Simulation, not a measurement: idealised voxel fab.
The process module that follows is named voxel tone inversion.
cross-section cut | 195 nm wide | cells 5 nm
Think of the cross-section as a grid of square cells. We describe it in bands, top to bottom, and each band covers one or more rows of those cells. Look at the band entry: it leads with the top's height and the bottom's height in nm. Then it lists the materials left to right, with a width in nm for each. The word "everywhere" on a single material says that material fills the band edge to edge. The word "blank" is empty space. Heads up on the height convention: 0 is the point under which the incoming wafer is all one material, and the lowest band has no bottom, it just keeps going down, like "0..down". Width: "30..40" (first number = top row, second number = bottom row, same change from row to row of cells). "no alteration" -> step changed no cross-section cell. Reported under the label "closed voids" are the empty spaces having no open way to the top and comprising 8 cells or more; the notation for each is width x height at distance, in which the distance is measured from the left edge and all three values are in nm. Whatever follows a step's settings on its line is a remark the simulator itself makes about that step. "overlay nm", when on a step's line for a step with a mask, measures how far to the right of its planned place the mask lay; a negative measure means to the left.
PROCESS STEPS (PLANNED)
1) op RECEIVE | material Si
2) op CONFORMAL_DEP | material SiCN | thk nm 10
3) op DIRECTIONAL_DEP | material polySi | thk nm 15
4) op PATTERN | tone cover | mask id POSTS | material resist | width nm 20 | pitch nm 35 | thk nm 25 | overlay nm 0
5) op DIRECTIONAL_ETCH | etch materials polySi | depth nm 15
6) op STRIP | etch materials resist
7) op FILL_DEP | material SiO2 | thk nm 5
8) op CMP | height nm 25
9) op STRIP | etch materials polySi
10) op CONFORMAL_DEP | material TiN | thk nm 5
11) op FILL_DEP | material Cu | thk nm 5
12) op CMP | height nm 25
13) op CONFORMAL_DEP | material SiCN | thk nm 5
FIRST OF TWO WAFERS: RUN AS PLANNED
STEP 1 COMPLETE: CROSS-SECTION OF THE WAFER AS RECEIVED
> 0..down: Si everywhere
> closed voids: none
UPON COMPLETION OF STEP 2, THE WAFER APPEARS IN CROSS-SECTION AS SHOWN
> 10..0: SiCN everywhere
> Rest of section, below 0: as before.
UPON COMPLETION OF STEP 3, THE WAFER APPEARS IN CROSS-SECTION AS SHOWN
> 25..10: polySi everywhere
> Rest of section, below 10: as before.
UPON COMPLETION OF STEP 4, THE WAFER APPEARS IN CROSS-SECTION AS SHOWN
> 50..25: 35 of blank | 20 of resist | 15 of blank | 20 of resist | 15 of blank | 20 of resist | 15 of blank | 20 of resist | 35 of blank
> Rest of section, below 25: as before.
UPON COMPLETION OF STEP 5, THE WAFER APPEARS IN CROSS-SECTION AS SHOWN
> 50..25: 35 of blank | 20 of resist | 15 of blank | 20 of resist | 15 of blank | 20 of resist | 15 of blank | 20 of resist | 35 of blank
> 25..10: 35 of blank | 20 of polySi | 15 of blank | 20 of polySi | 15 of blank | 20 of polySi | 15 of blank | 20 of polySi | 35 of blank
> Rest of section, below 10: as before.
UPON COMPLETION OF STEP 6, THE WAFER APPEARS IN CROSS-SECTION AS SHOWN
> 25..10: 35 of blank | 20 of polySi | 15 of blank | 20 of polySi | 15 of blank | 20 of polySi | 15 of blank | 20 of polySi | 35 of blank
> Rest of section, below 10: as before.
UPON COMPLETION OF STEP 7, THE WAFER APPEARS IN CROSS-SECTION AS SHOWN
> 30..25: SiO2 everywhere
> 25..10: 35 of SiO2 | 20 of polySi | 15 of SiO2 | 20 of polySi | 15 of SiO2 | 20 of polySi | 15 of SiO2 | 20 of polySi | 35 of SiO2
> Rest of section, below 10: as before.
UPON COMPLETION OF STEP 8, THE WAFER APPEARS IN CROSS-SECTION AS SHOWN
> 25..10: 35 of SiO2 | 20 of polySi | 15 of SiO2 | 20 of polySi | 15 of SiO2 | 20 of polySi | 15 of SiO2 | 20 of polySi | 35 of SiO2
> Rest of section, below 10: as before.
UPON COMPLETION OF STEP 9, THE WAFER APPEARS IN CROSS-SECTION AS SHOWN
> 25..10: 35 of SiO2 | 20 of blank | 15 of SiO2 | 20 of blank | 15 of SiO2 | 20 of blank | 15 of SiO2 | 20 of blank | 35 of SiO2
> Rest of section, below 10: as before.
UPON COMPLETION OF STEP 10, THE WAFER APPEARS IN CROSS-SECTION AS SHOWN
> 30..25: 40 of TiN | 10 of blank | 25 of TiN | 10 of blank | 25 of TiN | 10 of blank | 25 of TiN | 10 of blank | 40 of TiN
> 25..15: 35 of SiO2 | 5 of TiN | 10 of blank | 5 of TiN | 15 of SiO2 | 5 of TiN | 10 of blank | 5 of TiN | 15 of SiO2 | 5 of TiN | 10 of blank | 5 of TiN | 15 of SiO2 | 5 of TiN | 10 of blank | 5 of TiN | 35 of SiO2
> 15..10: 35 of SiO2 | 20 of TiN | 15 of SiO2 | 20 of TiN | 15 of SiO2 | 20 of TiN | 15 of SiO2 | 20 of TiN | 35 of SiO2
> Rest of section, below 10: as before.
UPON COMPLETION OF STEP 11, THE WAFER APPEARS IN CROSS-SECTION AS SHOWN
> 35..30: Cu everywhere
> 30..25: 40 of TiN | 10 of Cu | 25 of TiN | 10 of Cu | 25 of TiN | 10 of Cu | 25 of TiN | 10 of Cu | 40 of TiN
> 25..15: 35 of SiO2 | 5 of TiN | 10 of Cu | 5 of TiN | 15 of SiO2 | 5 of TiN | 10 of Cu | 5 of TiN | 15 of SiO2 | 5 of TiN | 10 of Cu | 5 of TiN | 15 of SiO2 | 5 of TiN | 10 of Cu | 5 of TiN | 35 of SiO2
> Rest of section, below 15: as before.
UPON COMPLETION OF STEP 12, THE WAFER APPEARS IN CROSS-SECTION AS SHOWN
> 25..15: 35 of SiO2 | 5 of TiN | 10 of Cu | 5 of TiN | 15 of SiO2 | 5 of TiN | 10 of Cu | 5 of TiN | 15 of SiO2 | 5 of TiN | 10 of Cu | 5 of TiN | 15 of SiO2 | 5 of TiN | 10 of Cu | 5 of TiN | 35 of SiO2
> Rest of section, below 15: as before.
UPON COMPLETION OF STEP 13, THE WAFER APPEARS IN CROSS-SECTION AS SHOWN
> 30..25: SiCN everywhere
> Rest of section, below 25: as before.
HERE THE SECOND WAFER IS DESCRIBED. ITS START AND ITS PLAN WERE THOSE OF THE FIRST WAFER. ITS RUN CONTAINED ONE MISTAKE. UP TO AND INCLUDING STEP 5, IT DID EXACTLY WHAT THE FIRST WAFER DID
SECOND WAFER, CROSS-SECTION, PLANNED END OF STEP 6
> 25..10: 35 of blank | 20 of polySi | 15 of blank | 20 of polySi | 15 of blank | 20 of polySi | 15 of blank | 20 of polySi | 35 of blank
> Rest of section, below 10: as before.
SECOND WAFER, CROSS-SECTION, PLANNED END OF STEP 7
> 30..25: SiO2 everywhere
> 25..10: 35 of SiO2 | 20 of polySi | 15 of SiO2 | 20 of polySi | 15 of SiO2 | 20 of polySi | 15 of SiO2 | 20 of polySi | 35 of SiO2
> Rest of section, below 10: as before.
SECOND WAFER, CROSS-SECTION, PLANNED END OF STEP 8
> 25..10: 35 of SiO2 | 20 of polySi | 15 of SiO2 | 20 of polySi | 15 of SiO2 | 20 of polySi | 15 of SiO2 | 20 of polySi | 35 of SiO2
> Rest of section, below 10: as before.
SECOND WAFER, CROSS-SECTION, PLANNED END OF STEP 9
> 25..10: 35 of SiO2 | 20 of blank | 15 of SiO2 | 20 of blank | 15 of SiO2 | 20 of blank | 15 of SiO2 | 20 of blank | 35 of SiO2
> Rest of section, below 10: as before.
SECOND WAFER, CROSS-SECTION, PLANNED END OF STEP 10
> 30..25: 40 of TiN | 10 of blank | 25 of TiN | 10 of blank | 25 of TiN | 10 of blank | 25 of TiN | 10 of blank | 40 of TiN
> 25..15: 35 of SiO2 | 5 of TiN | 10 of blank | 5 of TiN | 15 of SiO2 | 5 of TiN | 10 of blank | 5 of TiN | 15 of SiO2 | 5 of TiN | 10 of blank | 5 of TiN | 15 of SiO2 | 5 of TiN | 10 of blank | 5 of TiN | 35 of SiO2
> 15..10: 35 of SiO2 | 20 of TiN | 15 of SiO2 | 20 of TiN | 15 of SiO2 | 20 of TiN | 15 of SiO2 | 20 of TiN | 35 of SiO2
> Rest of section, below 10: as before.
SECOND WAFER, CROSS-SECTION, PLANNED END OF STEP 11
> 35..30: Cu everywhere
> 30..25: 40 of TiN | 10 of Cu | 25 of TiN | 10 of Cu | 25 of TiN | 10 of Cu | 25 of TiN | 10 of Cu | 40 of TiN
> 25..15: 35 of SiO2 | 5 of TiN | 10 of Cu | 5 of TiN | 15 of SiO2 | 5 of TiN | 10 of Cu | 5 of TiN | 15 of SiO2 | 5 of TiN | 10 of Cu | 5 of TiN | 15 of SiO2 | 5 of TiN | 10 of Cu | 5 of TiN | 35 of SiO2
> Rest of section, below 15: as before.
SECOND WAFER, CROSS-SECTION, PLANNED END OF STEP 12
> 25..15: 35 of SiO2 | 5 of TiN | 10 of Cu | 5 of TiN | 15 of SiO2 | 5 of TiN | 10 of Cu | 5 of TiN | 15 of SiO2 | 5 of TiN | 10 of Cu | 5 of TiN | 15 of SiO2 | 5 of TiN | 10 of Cu | 5 of TiN | 35 of SiO2
> Rest of section, below 15: as before.
SECOND WAFER, CROSS-SECTION, PLANNED END OF STEP 13
> 30..25: SiCN everywhere
> Rest of section, below 25: as before.
Short version of what went wrong: plan step 6 was twice executed
The two wafers come out with the same cross-section, meaning that, for this model, the mistake has no consequence in the computed result.
